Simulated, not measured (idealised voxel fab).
Process module heading - voxel self aligned contacts
For reference, the cross-section in this document is cut, with width 220 nm and square cells of 5 nm.
Format of a cross-section: grid, square cells. Given as bands. Order: top down. Band: one or more rows of cells.
It is stipulated that each band's entry specify, in nanometres, the height of the top of the band and then that of its bottom, followed by the materials of the band in left-to-right sequence, each together with its width in nanometres. A single material marked by the word "throughout" is understood to fill the band from edge to edge; the word "air" is understood to denote empty space.
Heights are reckoned from 0. Under this level, the received wafer is all of one material. The bottommost band is open-ended downward, for example "top 0, no bottom".
The notation "30->40" denotes a width that varies across the rows of cells in the band, beginning at the first number in the top row, finishing at the second number in the bottom row, and changing by an identical amount from each row to the next.
Reading "all unchanged" for a step: not a cell of the cross-section changed in it.
Any empty space of 8 cells or more lacking an open way to the top shows up in "Trapped cavities" as width x height at distance, distance from the left edge, in nm.
On a step's line, text after the settings is the simulator commenting on that step.
"overlay nm" on a masked step: distance the mask lay right of its planned place, negative for left.
INTENDED PROCESS STEPS
| 1 | RECEIVE [material Si] |
| 2 | OXIDIZE [depth nm 5] |
| 3 | DIRECTIONAL_DEP [material polySi] [thk nm 25] |
| 4 | DIRECTIONAL_DEP [material SiN] [thk nm 20] |
| 5 | PATTERN [tone cover] [mask id GATE] [material resist] [width nm 25] [pitch nm 55] [thk nm 20] [overlay nm 0] |
| 6 | DIRECTIONAL_ETCH [etch materials SiN] [depth nm 20] |
| 7 | DIRECTIONAL_ETCH [etch materials polySi] [depth nm 25] |
| 8 | STRIP [etch materials resist] |
| 9 | CONFORMAL_DEP [material SiN] [thk nm 5] |
| 10 | DIRECTIONAL_ETCH [etch materials SiN] [depth nm 5] |
| 11 | FILL_DEP [material SiO2] [thk nm 15] |
| 12 | CMP [height nm 50] |
| 13 | PATTERN [tone open] [mask id CONTACT] [material resist] [width nm 40] [thk nm 20] [overlay nm 0] |
| 14 | DIRECTIONAL_ETCH [etch materials SiO2] [depth nm 55] |
| 15 | STRIP [etch materials resist] |
| 16 | CONFORMAL_DEP [material TiN] [thk nm 5] |
| 17 | FILL_DEP [material Ru] [thk nm 10] |
| 18 | CMP [height nm 50] |
| 19 | CONFORMAL_DEP [material SiN] [thk nm 5] |
WAFER AT RECEIPT (POST STEP 1), CROSS-SECTION
- top 0, no bottom | Si throughout
- Trapped cavities: none
AS-PLANNED RUN: CROSS-SECTION OF THE FIRST OF TWO WAFERS AT END OF MODULE
- top 55, bottom 50 | SiN throughout
- top 50, bottom 45 | SiO2 90 nm; TiN 15 nm; Ru 10 nm; TiN 15 nm; SiO2 90 nm
- top 45, bottom 25 | SiO2 65 nm; SiN 35 nm; TiN 5 nm; Ru 10 nm; TiN 5 nm; SiN 35 nm; SiO2 65 nm
- top 25, bottom 0 | SiO2 65 nm; SiN 5 nm; polySi 25 nm; SiN 5 nm; TiN 5 nm; Ru 10 nm; TiN 5 nm; SiN 5 nm; polySi 25 nm; SiN 5 nm; SiO2 65 nm
- top 0, bottom -5 | SiO2 100 nm; TiN 20 nm; SiO2 100 nm
- top -5, no bottom | Si throughout
- Trapped cavities: none
THIS CROSS-SECTION BELONGS TO THE SECOND WAFER OF TWO AT THE END OF THE MODULE; THE START AND THE PLAN WERE SHARED WITH THE FIRST, AND THE RUN INCLUDED ONE MISTAKE
- top 55, bottom 50 | SiN throughout
- top 50, bottom 45 | SiO2 65 nm; SiN 35 nm; TiN 20 nm; SiN 35 nm; SiO2 65 nm
- top 45, bottom 25 | SiN throughout
- top 25, bottom 0 | polySi throughout
- top 0, bottom -5 | SiO2 throughout
- top -5, no bottom | Si throughout
- Trapped cavities: none
It is concluded that the wafer was processed incorrectly with respect to the plan, in that plan step 4 was conducted twice
It is noted that, at the conclusion of processing, the second wafer exhibits a higher or lower cell count for certain materials relative to the first: Ru: 20 fewer, SiN: 114 more, SiO2: 240 fewer, TiN: 24 fewer, polySi: 170 more
